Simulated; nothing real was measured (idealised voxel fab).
Herein follows the process module entitled voxel released beams.
It is cross-section cut that appears here, measuring 255 nm in width, its square cells being 5 nm in size.
Notation: cross-section as square-cell grid; stated in bands, top first, going down; one or more cell rows per band.
Band: top and bottom heights (nm) first, top before bottom; then materials from left to right, widths in nm. "full width" marks a sole material filling the band edge to edge. "empty" denotes empty space.
Where do heights start? At 0: under that level the wafer as delivered is made of one material only. And the lowest band has no floor; it just carries on downward, as in "0 -> down".
The expression "30->40" gives the width at the extremes of the band, the first number at its top row of cells and the second at its bottom row, with the width changing by equal amounts from each row to the next in between.
Where the words "no alteration" appear for a step, the cross-section shows no cell changed by that step; every cell remained as before.
What "Completely enclosed voids" gives you is every empty space of 8 cells or more that is cut off from the top. Each appears as width x height at distance, with the distance taken from the left edge and width, height and distance all in nm.
Read whatever lies past the settings on a step's line as the simulator's own remark about the step.
Regarding "overlay nm": on a step with a mask, it is the distance the mask lay to the right of its planned place; a negative value places it to the left.

### Process steps (planned)
step 1: RECEIVE,material Si
step 2: CONFORMAL_DEP,material Al2O3,thk nm 10
step 3: DIRECTIONAL_DEP,material SiO2,thk nm 15
step 4: DIRECTIONAL_DEP,material aC,thk nm 15
step 5: PATTERN,tone open,mask id ANCHOR,material resist,width nm 45,thk nm 30,overlay nm 0
step 6: DIRECTIONAL_ETCH,etch materials aC,depth nm 15
step 7: STRIP,etch materials resist
step 8: DIRECTIONAL_ETCH,etch materials SiO2,depth nm 15
step 9: STRIP,etch materials aC
step 10: CONFORMAL_DEP,material polySi,thk nm 15
step 11: PATTERN,tone cover,mask id BEAM,material resist,width nm 110,thk nm 20,overlay nm 0
step 12: DIRECTIONAL_ETCH,etch materials polySi,depth nm 15
step 13: STRIP,etch materials resist
step 14: STRIP,etch materials SiO2

### What follows covers the first of two wafers; it ran as planned

### Received-state cross-section, reflecting completion of step 1
	0 -> down | Si full width
	Completely enclosed voids: none

### After step 2: wafer cross-section
	10 -> 0 | Al2O3 full width
	Unchanged below 0.

### After step 3: wafer cross-section
	25 -> 10 | SiO2 full width
	Unchanged below 10.

### After step 4: wafer cross-section
	40 -> 25 | aC full width
	Unchanged below 25.

### After step 5: wafer cross-section
	70 -> 40 | 75 resist; 45 empty; 135 resist
	Unchanged below 40.

### After step 6: wafer cross-section
	55 -> 40 | 75 resist; 45 empty; 135 resist
	40 -> 25 | 75 aC; 45 empty; 135 aC
	Unchanged below 25.

### After step 7: wafer cross-section
	40 -> 25 | 75 aC; 45 empty; 135 aC
	Unchanged below 25.

### After step 8: wafer cross-section
	40 -> 25 | 75 aC; 45 empty; 135 aC
	25 -> 10 | 75 SiO2; 45 empty; 135 SiO2
	Unchanged below 10.

### After step 9: wafer cross-section
	25 -> 10 | 75 SiO2; 45 empty; 135 SiO2
	Unchanged below 10.

### After step 10: wafer cross-section
	40 -> 25 | 90 polySi; 15 empty; 150 polySi
	25 -> 10 | 75 SiO2; 45 polySi; 135 SiO2
	Unchanged below 10.

### After step 11: wafer cross-section
	60 -> 40 | 70 empty; 110 resist; 75 empty
	40 -> 25 | 90 polySi; 15 resist; 150 polySi
	Unchanged below 25.

### After step 12: wafer cross-section
	60 -> 40 | 70 empty; 110 resist; 75 empty
	40 -> 25 | 70 empty; 20 polySi; 15 resist; 75 polySi; 75 empty
	Unchanged below 25.

### After step 13: wafer cross-section
	40 -> 25 | 70 empty; 20 polySi; 15 empty; 75 polySi; 75 empty
	Unchanged below 25.

### After step 14: wafer cross-section
	40 -> 25 | 70 empty; 20 polySi; 15 empty; 75 polySi; 75 empty
	25 -> 10 | 75 empty; 45 polySi; 135 empty
	Unchanged below 10.

### Companion wafer, the second of two: same beginning, same intended sequence, one mistake in carrying it out; through step 1 inclusive it tracks the first exactly

Second wafer profile in section, at the moment step 2 of the plan was meant to be complete: no alteration

### Second wafer profile in section, at the moment step 3 of the plan was meant to be complete
	15 -> 0 | SiO2 full width
	Unchanged below 0.

### Second wafer profile in section, at the moment step 4 of the plan was meant to be complete
	30 -> 15 | aC full width
	Unchanged below 15.

### Second wafer profile in section, at the moment step 5 of the plan was meant to be complete
	60 -> 30 | 75 resist; 45 empty; 135 resist
	Unchanged below 30.

### Second wafer profile in section, at the moment step 6 of the plan was meant to be complete
	45 -> 30 | 75 resist; 45 empty; 135 resist
	30 -> 15 | 75 aC; 45 empty; 135 aC
	Unchanged below 15.

### Second wafer profile in section, at the moment step 7 of the plan was meant to be complete
	30 -> 15 | 75 aC; 45 empty; 135 aC
	Unchanged below 15.

### Second wafer profile in section, at the moment step 8 of the plan was meant to be complete
	30 -> 15 | 75 aC; 45 empty; 135 aC
	15 -> 0 | 75 SiO2; 45 empty; 135 SiO2
	Unchanged below 0.

### Second wafer profile in section, at the moment step 9 of the plan was meant to be complete
	15 -> 0 | 75 SiO2; 45 empty; 135 SiO2
	Unchanged below 0.

### Second wafer profile in section, at the moment step 10 of the plan was meant to be complete
	30 -> 15 | 90 polySi; 15 empty; 150 polySi
	15 -> 0 | 75 SiO2; 45 polySi; 135 SiO2
	Unchanged below 0.

### Second wafer profile in section, at the moment step 11 of the plan was meant to be complete
	50 -> 30 | 70 empty; 110 resist; 75 empty
	30 -> 15 | 90 polySi; 15 resist; 150 polySi
	Unchanged below 15.

### Second wafer profile in section, at the moment step 12 of the plan was meant to be complete
	50 -> 30 | 70 empty; 110 resist; 75 empty
	30 -> 15 | 70 empty; 20 polySi; 15 resist; 75 polySi; 75 empty
	Unchanged below 15.

### Second wafer profile in section, at the moment step 13 of the plan was meant to be complete
	30 -> 15 | 70 empty; 20 polySi; 15 empty; 75 polySi; 75 empty
	Unchanged below 15.

### Second wafer profile in section, at the moment step 14 of the plan was meant to be complete
	30 -> 15 | 70 empty; 20 polySi; 15 empty; 75 polySi; 75 empty
	15 -> 0 | 75 empty; 45 polySi; 135 empty
	Unchanged below 0.
Error vs. plan: plan step 2 was not performed, having been skipped
Upon completion, the second wafer contains, in terms of cells, a greater or smaller amount of certain materials than the first wafer: 102 fewer of Al2O3
